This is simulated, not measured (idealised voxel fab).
Process module, titled voxel capacitor over wiring
We display cut, a cross-section 265 nm in width whose square cells are each 5 nm.
Cross-section spec: square-cell grid; bands listed top down; each band is one or more rows.
It is stipulated that each band's entry specify, in nanometres, the height of the top of the band and then that of its bottom, followed by the materials of the band in left-to-right sequence, each together with its width in nanometres. A single material marked by the word "full width" is understood to fill the band from edge to edge; the word "air" is understood to denote empty space.
Height 0 is the level under which the wafer as received is all one material. The lowest band goes on downwards, as in "top 0, no bottom".
Think of "30..40" as a width that walks from the first number to the second as you go down the band, top row to bottom row, taking equal-sized steps from row to row.
"remains unaltered" (step): cross-section cells unchanged, all of them.
In the "Closed void list" entry, you get each enclosed empty space of 8 cells or more, one with no open way to the top, written width x height at distance, distance from the left edge, in nm.
On each step's line, the part that comes after the settings is the simulator's own comment on the step.
overlay nm: for a step with a mask, the amount by which the mask lay right of where it was planned; a negative amount means left of it.

### This section lists the process steps that were planned
1. RECEIVE (material Si)
2. CONFORMAL_DEP (material SiO2; thk nm 15)
3. CONFORMAL_DEP (material SiN; thk nm 5)
4. DIRECTIONAL_DEP (material lowk; thk nm 25)
5. PATTERN (tone open; mask id METAL_1; material resist; width nm 30; pitch nm 85; thk nm 15; overlay nm 0)
6. DIRECTIONAL_ETCH (etch materials lowk; depth nm 25)
7. DIRECTIONAL_ETCH (etch materials SiN; depth nm 5)
8. STRIP (etch materials resist)
9. CONFORMAL_DEP (material TiN; thk nm 5)
10. FILL_DEP (material W; thk nm 10)
11. CMP (height nm 45)
12. EPI (material Ru; thk nm 5)
13. FILL_DEP (material SiCN; thk nm 5)
14. DIRECTIONAL_DEP (material lowk; thk nm 20)
15. MASKED_ETCH (tone open; mask id PLUG_1; width nm 15; etch materials lowk; depth nm 20; overlay nm 0)
16. MASKED_ETCH (tone open; mask id PLUG_1; width nm 15; etch materials SiCN; depth nm 5; overlay nm 0)
17. CONFORMAL_DEP (material TiN; thk nm 5)
18. FILL_DEP (material Cu; thk nm 5)
19. CMP (height nm 75)
20. DIRECTIONAL_DEP (material TiN; thk nm 10)
21. DIRECTIONAL_DEP (material HfO2; thk nm 5)
22. DIRECTIONAL_DEP (material TiN; thk nm 5)
23. DIRECTIONAL_DEP (material aC; thk nm 15)
24. PATTERN (tone cover; mask id UPPER_PLATE; material resist; width nm 60; thk nm 35; overlay nm 0)
25. DIRECTIONAL_ETCH (etch materials aC; depth nm 15)
26. STRIP (etch materials resist)
27. DIRECTIONAL_ETCH (etch materials TiN; depth nm 5)
28. DIRECTIONAL_ETCH (etch materials HfO2; depth nm 5)
29. STRIP (etch materials aC)
30. MASKED_ETCH (tone cover; mask id LOWER_PLATE; width nm 70; etch materials TiN; depth nm 10; overlay nm 0)
31. FILL_DEP (material SiO2; thk nm 15)
32. CMP (height nm 105)
33. PATTERN (tone open; mask id PLUG_2; material resist; width nm 15; thk nm 15; overlay nm 0)
34. DIRECTIONAL_ETCH (etch materials SiO2; depth nm 10)
35. STRIP (etch materials resist)
36. CONFORMAL_DEP (material TiN; thk nm 5)
37. FILL_DEP (material Ru; thk nm 5)
38. CMP (height nm 105)
39. CONFORMAL_DEP (material SiCN; thk nm 5)

### Cross-sectional view of the wafer in its as-received condition, corresponding to the state after step 1
  top 0, no bottom: Si full width
  Closed void list: none

### Wafer cross-section at end of module: start and plan as shown above, one execution error
  top 120, bottom 105: SiCN full width
  top 105, bottom 100: SiO2 100, then TiN 5, then Ru 5, then TiN 5, then SiO2 150
  top 100, bottom 90: SiO2 100..90, then TiN 15..60, then SiO2 150..115
  top 90, bottom 85: SiO2 90, then HfO2 60, then SiO2 115
  top 85, bottom 75: SiO2 85, then TiN 70, then SiO2 110
  top 75, bottom 55: lowk 90, then TiN 5, then Cu 5, then TiN 5, then lowk 160
  top 55, bottom 50: SiCN 90, then TiN 15, then SiCN 160
  top 50, bottom 45: SiCN 70, then Ru 40, then SiCN 45, then Ru 40, then SiCN 70
  top 45, bottom 20: lowk 75, then TiN 5, then W 20, then TiN 5, then lowk 55, then TiN 5, then W 20, then TiN 5, then lowk 75
  top 20, bottom 15: SiN 75, then TiN 30, then SiN 55, then TiN 30, then SiN 75
  top 15, bottom 0: SiO2 full width
  top 0, no bottom: Si full width
  Closed void list: none
Finding, execution versus plan: step 39 off recipe, ran as CONFORMAL_DEP (material SiCN; thk nm 15)
